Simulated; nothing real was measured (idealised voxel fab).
The document below concerns the process module designated voxel gate over fins.
Displayed cross-section: cut, width of 155 nm, square cells sized 5 nm.
In what follows, cross-sections appear as grids of square cells, described through bands that run from the top down, where every band is one or more rows of cells.
It is stipulated that each band's entry specify, in nanometres, the height of the top of the band and then that of its bottom, followed by the materials of the band in left-to-right sequence, each together with its width in nanometres. A single material marked by the word "throughout" is understood to fill the band from edge to edge; the word "air" is understood to denote empty space.
Basically, 0 is our baseline, since under it the wafer straight out of the box is all one material. The bottom band has no lower end and keeps on going down, so it looks like "0 nm and below".
When a width is written as two numbers, as in "30->40", the first number is the width in the top row of cells of the band and the second is the width in its bottom row, and the width changes by the same amount from each row to the next.
The cross-section has no changed cell in any step marked "stayed the same".
If an empty space has no open way to the top and is at least 8 cells in size, "Sealed internal cavities" lists it, written width x height at distance, where distance is measured from the left edge and every value is in nm.
Past the settings on a step's line: simulator remark, on that step.
overlay nm, on a step with a mask: how far to the right of its planned place the mask lay; to the left if negative
Heads up before you read on: it's before/after pairs around one process step each, after side only down to the lowest band that changed, step plus settings under the pair. Pairs can be from different runs of this module, same starting wafer, so only chain a pair onto the one above if its "Pre-step cross-section" entry says so.
[Pre-step cross-section]
    10 nm to 0 nm | SiN throughout
    0 nm and below | Si throughout
    Sealed internal cavities: none
[Cut View, Post-Step]
    10 nm to 0 nm | air (60) / SiN (15) / air (25) / SiN (15) / air (40)
    Under 0: no change, same as before.
    Sealed internal cavities: none
Between the cross-sections above, the step performed was MASKED_ETCH,tone cover,mask id FINS,width nm 15,pitch nm 40,etch materials SiN,depth nm 10,overlay nm 10
Pre-step cross-section: the state before this step is the cross-section shown after the step in the pair just above.
[Cut View, Post-Step]
    10 nm to 0 nm | air (60) / SiN (15) / air (25) / SiN (15) / air (40)
    0 nm to -40 nm | air (50) / Si (25) / air (15) / Si (25) / air (40)
    Under -40: no change, same as before.
    Sealed internal cavities: none
Between the cross-sections above, the step performed was MASKED_ETCH,tone cover,mask id FINS,width nm 15,pitch nm 40,etch materials Si,depth nm 40,overlay nm 0
Pre-step cross-section: the state before this step is the cross-section shown after the step in the pair just above.
[Cut View, Post-Step]
    10 nm to 0 nm | air (60) / SiN (15) / air (25) / SiN (15) / air (40)
    0 nm to -5 nm | air (50) / SiO2 (15) / Si (5) / SiO2 (5) / air (15) / SiO2 (15) / Si (5) / SiO2 (5) / air (40)
    -5 nm to -40 nm | air (50) / SiO2 (5) / Si (15) / SiO2 (5) / air (15) / SiO2 (5) / Si (15) / SiO2 (5) / air (40)
    -40 nm to -45 nm | SiO2 (55) / Si (15) / SiO2 (25) / Si (15) / SiO2 (45)
    Under -45: no change, same as before.
    Sealed internal cavities: none
Between the cross-sections above, the step performed was OXIDIZE,depth nm 5
Pre-step cross-section: the state before this step is the cross-section shown after the step in the pair just above.
[Cut View, Post-Step]
    20 nm to 10 nm | SiO2 throughout
    10 nm to 0 nm | SiO2 (60) / SiN (15) / SiO2 (25) / SiN (15) / SiO2 (40)
    0 nm to -5 nm | SiO2 (65) / Si (5) / SiO2 (35) / Si (5) / SiO2 (45)
    -5 nm to -45 nm | SiO2 (55) / Si (15) / SiO2 (25) / Si (15) / SiO2 (45)
    Under -45: no change, same as before.
    Sealed internal cavities: none
Between the cross-sections above, the step performed was FILL_DEP,material SiO2,thk nm 10
Pre-step cross-section: the state before this step is the cross-section shown after the step in the pair just above.
[Cut View, Post-Step]
    10 nm to 0 nm | SiO2 (60) / SiN (15) / SiO2 (25) / SiN (15) / SiO2 (40)
    Under 0: no change, same as before.
    Sealed internal cavities: none
Between the cross-sections above, the step performed was CMP,height nm 10
Pre-step cross-section: the state before this step is the cross-section shown after the step in the pair just above.
[Cut View, Post-Step]
    10 nm to 0 nm | air (60) / SiN (15) / air (25) / SiN (15) / air (40)
    0 nm to -5 nm | air (65) / Si (5) / air (35) / Si (5) / air (45)
    -5 nm to -15 nm | air (55) / Si (15) / air (25) / Si (15) / air (45)
    Under -15: no change, same as before.
    Sealed internal cavities: none
Between the cross-sections above, the step performed was SELECTIVE_ETCH,etch materials SiO2,depth nm 25
Pre-step cross-section: the state before this step is the cross-section shown after the step in the pair just above.
[Cut View, Post-Step]
    0 nm to -5 nm | air (65) / Si (5) / air (35) / Si (5) / air (45)
    Under -5: no change, same as before.
    Sealed internal cavities: none
Between the cross-sections above, the step performed was STRIP,etch materials SiN
Pre-step cross-section: the state before this step is the cross-section shown after the step in the pair just above.
[Cut View, Post-Step]
    5 nm to 0 nm | air (60) / HfO2 (15) / air (25) / HfO2 (15) / air (40)
    0 nm to -10 nm | air (50) / HfO2 (15->5) / Si (5->15) / HfO2 (5) / air (15) / HfO2 (15->5) / Si (5->15) / HfO2 (5) / air (40)
    -10 nm to -15 nm | HfO2 (55) / Si (15) / HfO2 (25) / Si (15) / HfO2 (45)
    Under -15: no change, same as before.
    Sealed internal cavities: none
Between the cross-sections above, the step performed was CONFORMAL_DEP,material HfO2,thk nm 5
Pre-step cross-section: the state before this step is the cross-section shown after the step in the pair just above.
[Cut View, Post-Step]
    10 nm to 5 nm | air (55) / TiN (25) / air (15) / TiN (25) / air (35)
    5 nm to 0 nm | air (45) / TiN (15) / HfO2 (15) / TiN (5) / air (5) / TiN (15) / HfO2 (15) / TiN (5) / air (35)
    0 nm to -5 nm | air (45) / TiN (5) / HfO2 (15) / Si (5) / HfO2 (5) / TiN (5) / air (5) / TiN (5) / HfO2 (15) / Si (5) / HfO2 (5) / TiN (5) / air (35)
    -5 nm to -10 nm | TiN (50) / HfO2 (5) / Si (15) / HfO2 (5) / TiN (15) / HfO2 (5) / Si (15) / HfO2 (5) / TiN (40)
    Under -10: no change, same as before.
    Sealed internal cavities: none
Between the cross-sections above, the step performed was CONFORMAL_DEP,material TiN,thk nm 5
Pre-step cross-section: the state before this step is the cross-section shown after the step in the pair just above.
[Cut View, Post-Step]
    15 nm to 10 nm | air (50) / TiAl (35) / air (5) / TiAl (35) / air (30)
    10 nm to 5 nm | air (40) / TiAl (15) / TiN (25) / TiAl (15) / TiN (25) / TiAl (5) / air (30)
    5 nm to 0 nm | air (40) / TiAl (5) / TiN (15) / HfO2 (15) / TiN (5) / TiAl (5) / TiN (15) / HfO2 (15) / TiN (5) / TiAl (5) / air (30)
    0 nm to -5 nm | TiAl (45) / TiN (5) / HfO2 (15) / Si (5) / HfO2 (5) / TiN (5) / TiAl (5) / TiN (5) / HfO2 (15) / Si (5) / HfO2 (5) / TiN (5) / TiAl (35)
    Under -5: no change, same as before.
    Sealed internal cavities: none
Between the cross-sections above, the step performed was CONFORMAL_DEP,material TiAl,thk nm 5
Pre-step cross-section: the state before this step is the cross-section shown after the step in the pair just above.
[Cut View, Post-Step]
    20 nm to 15 nm | air (45) / TiN (85) / air (25)
    15 nm to 10 nm | air (35) / TiN (15) / TiAl (35) / TiN (5) / TiAl (35) / TiN (5) / air (25)
    10 nm to 5 nm | air (35) / TiN (5) / TiAl (15) / TiN (25) / TiAl (15) / TiN (25) / TiAl (5) / TiN (5) / air (25)
    5 nm to 0 nm | TiN (40) / TiAl (5) / TiN (15) / HfO2 (15) / TiN (5) / TiAl (5) / TiN (15) / HfO2 (15) / TiN (5) / TiAl (5) / TiN (30)
    Under 0: no change, same as before.
    Sealed internal cavities: none
Between the cross-sections above, the step performed was CONFORMAL_DEP,material TiN,thk nm 5
Pre-step cross-section: the state before this step is the cross-section shown after the step in the pair just above.
[Cut View, Post-Step]
    30 nm to 20 nm | W throughout
    20 nm to 15 nm | W (45) / TiN (85) / W (25)
    15 nm to 10 nm | W (35) / TiN (15) / TiAl (35) / TiN (5) / TiAl (35) / TiN (5) / W (25)
    10 nm to 5 nm | W (35) / TiN (5) / TiAl (15) / TiN (25) / TiAl (15) / TiN (25) / TiAl (5) / TiN (5) / W (25)
    Under 5: no change, same as before.
    Sealed internal cavities: none
Between the cross-sections above, the step performed was FILL_DEP,material W,thk nm 10
Pre-step cross-section: the state before this step is the cross-section shown after the step in the pair just above.
[Cut View, Post-Step]
    25 nm to 20 nm | W throughout
    Under 20: no change, same as before.
    Sealed internal cavities: none
Between the cross-sections above, the step performed was CMP,height nm 25
Pre-step cross-section: the state before this step is the cross-section shown after the step in the pair just above.
[Cut View, Post-Step]
    30 nm to 25 nm | SiCN throughout
    Under 25: no change, same as before.
    Sealed internal cavities: none
Between the cross-sections above, the step performed was CONFORMAL_DEP,material SiCN,thk nm 5
[Pre-step cross-section]
    10 nm to 0 nm | air (50) / SiN (15) / air (25) / SiN (15) / air (50)
    0 nm to -40 nm | air (50) / SiO2 (5) / Si (5) / SiO2 (5) / air (25) / SiO2 (5) / Si (5) / SiO2 (5) / air (50)
    -40 nm to -45 nm | SiO2 (55) / Si (5) / SiO2 (35) / Si (5) / SiO2 (55)
    -45 nm and below | Si throughout
    Sealed internal cavities: none
[Cut View, Post-Step]
    20 nm to 0 nm | SiN throughout
    0 nm to -40 nm | SiN (50) / SiO2 (5) / Si (5) / SiO2 (5) / SiN (25) / SiO2 (5) / Si (5) / SiO2 (5) / SiN (50)
    Under -40: no change, same as before.
    Sealed internal cavities: none
Between the cross-sections above, the step performed was FILL_DEP,material SiN,thk nm 10
Pre-step cross-section: the state before this step is the cross-section shown after the step in the pair just above.
[Cut View, Post-Step]
    10 nm to 0 nm | SiN throughout
    Under 0: no change, same as before.
    Sealed internal cavities: none
Between the cross-sections above, the step performed was CMP,height nm 10
Pre-step cross-section: the state before this step is the cross-section shown after the step in the pair just above.
[Cut View, Post-Step]
    0 nm to -40 nm | air (50) / SiO2 (5) / Si (5) / SiO2 (5) / air (25) / SiO2 (5) / Si (5) / SiO2 (5) / air (50)
    Under -40: no change, same as before.
    Sealed internal cavities: none
Between the cross-sections above, the step performed was STRIP,etch materials SiN
Pre-step cross-section: the state before this step is the cross-section shown after the step in the pair just above.
[Cut View, Post-Step]
    5 nm to 0 nm | air (45) / HfO2 (25) / air (15) / HfO2 (25) / air (45)
    0 nm to -35 nm | air (45) / HfO2 (5) / SiO2 (5) / Si (5) / SiO2 (5) / HfO2 (5) / air (15) / HfO2 (5) / SiO2 (5) / Si (5) / SiO2 (5) / HfO2 (5) / air (45)
    -35 nm to -40 nm | HfO2 (50) / SiO2 (5) / Si (5) / SiO2 (5) / HfO2 (25) / SiO2 (5) / Si (5) / SiO2 (5) / HfO2 (50)
    Under -40: no change, same as before.
    Sealed internal cavities: none
Between the cross-sections above, the step performed was CONFORMAL_DEP,material HfO2,thk nm 5
Pre-step cross-section: the state before this step is the cross-section shown after the step in the pair just above.
[Cut View, Post-Step]
    10 nm to 5 nm | air (40) / TiN (35) / air (5) / TiN (35) / air (40)
    5 nm to 0 nm | air (40) / TiN (5) / HfO2 (25) / TiN (5) / air (5) / TiN (5) / HfO2 (25) / TiN (5) / air (40)
    0 nm to -30 nm | air (40) / TiN (5) / HfO2 (5) / SiO2 (5) / Si (5) / SiO2 (5) / HfO2 (5) / TiN (5) / air (5) / TiN (5) / HfO2 (5) / SiO2 (5) / Si (5) / SiO2 (5) / HfO2 (5) / TiN (5) / air (40)
    -30 nm to -35 nm | TiN (45) / HfO2 (5) / SiO2 (5) / Si (5) / SiO2 (5) / HfO2 (5) / TiN (15) / HfO2 (5) / SiO2 (5) / Si (5) / SiO2 (5) / HfO2 (5) / TiN (45)
    Under -35: no change, same as before.
    Sealed internal cavities: none
Between the cross-sections above, the step performed was CONFORMAL_DEP,material TiN,thk nm 5
Pre-step cross-section: the state before this step is the cross-section shown after the step in the pair just above.
[Cut View, Post-Step]
    15 nm to 10 nm | air (35) / TiAl (85) / air (35)
    10 nm to 5 nm | air (35) / TiAl (5) / TiN (35) / TiAl (5) / TiN (35) / TiAl (5) / air (35)
    5 nm to 0 nm | air (35) / TiAl (5) / TiN (5) / HfO2 (25) / TiN (5) / TiAl (5) / TiN (5) / HfO2 (25) / TiN (5) / TiAl (5) / air (35)
    0 nm to -25 nm | air (35) / TiAl (5) / TiN (5) / HfO2 (5) / SiO2 (5) / Si (5) / SiO2 (5) / HfO2 (5) / TiN (5) / TiAl (5) / TiN (5) / HfO2 (5) / SiO2 (5) / Si (5) / SiO2 (5) / HfO2 (5) / TiN (5) / TiAl (5) / air (35)
    -25 nm to -30 nm | TiAl (40) / TiN (5) / HfO2 (5) / SiO2 (5) / Si (5) / SiO2 (5) / HfO2 (5) / TiN (5) / TiAl (5) / TiN (5) / HfO2 (5) / SiO2 (5) / Si (5) / SiO2 (5) / HfO2 (5) / TiN (5) / TiAl (40)
    Under -30: no change, same as before.
    Sealed internal cavities: none
Between the cross-sections above, the step performed was CONFORMAL_DEP,material TiAl,thk nm 5
Pre-step cross-section: the state before this step is the cross-section shown after the step in the pair just above.
[Cut View, Post-Step]
    20 nm to 15 nm | air (30) / TiN (95) / air (30)
    15 nm to 10 nm | air (30) / TiN (5) / TiAl (85) / TiN (5) / air (30)
    10 nm to 5 nm | air (30) / TiN (5) / TiAl (5) / TiN (35) / TiAl (5) / TiN (35) / TiAl (5) / TiN (5) / air (30)
    5 nm to 0 nm | air (30) / TiN (5) / TiAl (5) / TiN (5) / HfO2 (25) / TiN (5) / TiAl (5) / TiN (5) / HfO2 (25) / TiN (5) / TiAl (5) / TiN (5) / air (30)
    0 nm to -20 nm | air (30) / TiN (5) / TiAl (5) / TiN (5) / HfO2 (5) / SiO2 (5) / Si (5) / SiO2 (5) / HfO2 (5) / TiN (5) / TiAl (5) / TiN (5) / HfO2 (5) / SiO2 (5) / Si (5) / SiO2 (5) / HfO2 (5) / TiN (5) / TiAl (5) / TiN (5) / air (30)
    -20 nm to -25 nm | TiN (35) / TiAl (5) / TiN (5) / HfO2 (5) / SiO2 (5) / Si (5) / SiO2 (5) / HfO2 (5) / TiN (5) / TiAl (5) / TiN (5) / HfO2 (5) / SiO2 (5) / Si (5) / SiO2 (5) / HfO2 (5) / TiN (5) / TiAl (5) / TiN (35)
    Under -25: no change, same as before.
    Sealed internal cavities: none
Between the cross-sections above, the step performed was CONFORMAL_DEP,material TiN,thk nm 5
Pre-step cross-section: the state before this step is the cross-section shown after the step in the pair just above.
[Cut View, Post-Step]
    30 nm to 20 nm | W throughout
    20 nm to 15 nm | W (30) / TiN (95) / W (30)
    15 nm to 10 nm | W (30) / TiN (5) / TiAl (85) / TiN (5) / W (30)
    10 nm to 5 nm | W (30) / TiN (5) / TiAl (5) / TiN (35) / TiAl (5) / TiN (35) / TiAl (5) / TiN (5) / W (30)
    5 nm to 0 nm | W (30) / TiN (5) / TiAl (5) / TiN (5) / HfO2 (25) / TiN (5) / TiAl (5) / TiN (5) / HfO2 (25) / TiN (5) / TiAl (5) / TiN (5) / W (30)
    0 nm to -20 nm | W (30) / TiN (5) / TiAl (5) / TiN (5) / HfO2 (5) / SiO2 (5) / Si (5) / SiO2 (5) / HfO2 (5) / TiN (5) / TiAl (5) / TiN (5) / HfO2 (5) / SiO2 (5) / Si (5) / SiO2 (5) / HfO2 (5) / TiN (5) / TiAl (5) / TiN (5) / W (30)
    Under -20: no change, same as before.
    Sealed internal cavities: none
Between the cross-sections above, the step performed was FILL_DEP,material W,thk nm 10
Pre-step cross-section: the state before this step is the cross-section shown after the step in the pair just above.
[Cut View, Post-Step]
    25 nm to 20 nm | W throughout
    Under 20: no change, same as before.
    Sealed internal cavities: none
Between the cross-sections above, the step performed was CMP,height nm 25
Pre-step cross-section: the state before this step is the cross-section shown after the step in the pair just above.
[Cut View, Post-Step]
    30 nm to 25 nm | SiCN throughout
    Under 25: no change, same as before.
    Sealed internal cavities: none
Between the cross-sections above, the step performed was CONFORMAL_DEP,material SiCN,thk nm 5
[Pre-step cross-section]
    10 nm to 0 nm | SiN throughout
    0 nm and below | Si throughout
    Sealed internal cavities: none
[Cut View, Post-Step]
    10 nm to 0 nm | SiN (50) / air (15) / SiN (25) / air (15) / SiN (50)
    Under 0: no change, same as before.
    Sealed internal cavities: none
Between the cross-sections above, the step performed was MASKED_ETCH,tone open,mask id FINS,width nm 15,pitch nm 40,etch materials SiN,depth nm 10,overlay nm 0
Pre-step cross-section: the state before this step is the cross-section shown after the step in the pair just above.
[Cut View, Post-Step]
    10 nm to 0 nm | SiN (50) / air (15) / SiN (25) / air (15) / SiN (50)
    0 nm to -5 nm | Si (45) / SiO2 (25) / Si (15) / SiO2 (25) / Si (45)
    Under -5: no change, same as before.
    Sealed internal cavities: none
Between the cross-sections above, the step performed was OXIDIZE,depth nm 5
Pre-step cross-section: the state before this step is the cross-section shown after the step in the pair just above.
[Cut View, Post-Step]
    20 nm to 10 nm | SiO2 throughout
    10 nm to 0 nm | SiN (50) / SiO2 (15) / SiN (25) / SiO2 (15) / SiN (50)
    Under 0: no change, same as before.
    Sealed internal cavities: none
Between the cross-sections above, the step performed was FILL_DEP,material SiO2,thk nm 10
Pre-step cross-section: the state before this step is the cross-section shown after the step in the pair just above.
[Cut View, Post-Step]
    10 nm to 0 nm | SiN (50) / SiO2 (15) / SiN (25) / SiO2 (15) / SiN (50)
    Under 0: no change, same as before.
    Sealed internal cavities: none
Between the cross-sections above, the step performed was CMP,height nm 10
Pre-step cross-section: the state before this step is the cross-section shown after the step in the pair just above.
[Cut View, Post-Step]
    10 nm to 0 nm | SiN (50) / air (15) / SiN (25) / air (15) / SiN (50)
    0 nm to -5 nm | Si (45) / air (25) / Si (15) / air (25) / Si (45)
    Under -5: no change, same as before.
    Sealed internal cavities: none
Between the cross-sections above, the step performed was SELECTIVE_ETCH,etch materials SiO2,depth nm 25
Pre-step cross-section: the state before this step is the cross-section shown after the step in the pair just above.
[Cut View, Post-Step]
    0 nm to -5 nm | Si (45) / air (25) / Si (15) / air (25) / Si (45)
    Under -5: no change, same as before.
    Sealed internal cavities: none
Between the cross-sections above, the step performed was STRIP,etch materials SiN
Pre-step cross-section: the state before this step is the cross-section shown after the step in the pair just above.
[Cut View, Post-Step]
    5 nm to 0 nm | HfO2 (50) / air (15) / HfO2 (25) / air (15) / HfO2 (50)
    0 nm to -5 nm | Si (45) / HfO2 (25) / Si (15) / HfO2 (25) / Si (45)
    Under -5: no change, same as before.
    Sealed internal cavities: none
Between the cross-sections above, the step performed was CONFORMAL_DEP,material HfO2,thk nm 5
Pre-step cross-section: the state before this step is the cross-section shown after the step in the pair just above.
[Cut View, Post-Step]
    10 nm to 5 nm | TiN (55) / air (5) / TiN (35) / air (5) / TiN (55)
    5 nm to 0 nm | HfO2 (50) / TiN (15) / HfO2 (25) / TiN (15) / HfO2 (50)
    Under 0: no change, same as before.
    Sealed internal cavities: none
Between the cross-sections above, the step performed was CONFORMAL_DEP,material TiN,thk nm 5
Pre-step cross-section: the state before this step is the cross-section shown after the step in the pair just above.
[Cut View, Post-Step]
    15 nm to 10 nm | TiAl throughout
    10 nm to 5 nm | TiN (55) / TiAl (5) / TiN (35) / TiAl (5) / TiN (55)
    Under 5: no change, same as before.
    Sealed internal cavities: none
Between the cross-sections above, the step performed was CONFORMAL_DEP,material TiAl,thk nm 5
Pre-step cross-section: the state before this step is the cross-section shown after the step in the pair just above.
[Cut View, Post-Step]
    20 nm to 15 nm | TiN throughout
    Under 15: no change, same as before.
    Sealed internal cavities: none
Between the cross-sections above, the step performed was CONFORMAL_DEP,material TiN,thk nm 5
Pre-step cross-section: the state before this step is the cross-section shown after the step in the pair just above.
[Cut View, Post-Step]
    30 nm to 20 nm | W throughout
    Under 20: no change, same as before.
    Sealed internal cavities: none
Between the cross-sections above, the step performed was FILL_DEP,material W,thk nm 10
Pre-step cross-section: the state before this step is the cross-section shown after the step in the pair just above.
[Cut View, Post-Step]
    25 nm to 20 nm | W throughout
    Under 20: no change, same as before.
    Sealed internal cavities: none
Between the cross-sections above, the step performed was CMP,height nm 25
Pre-step cross-section: the state before this step is the cross-section shown after the step in the pair just above.
[Cut View, Post-Step]
    30 nm to 25 nm | SiCN throughout
    Under 25: no change, same as before.
    Sealed internal cavities: none
Between the cross-sections above, the step performed was CONFORMAL_DEP,material SiCN,thk nm 5
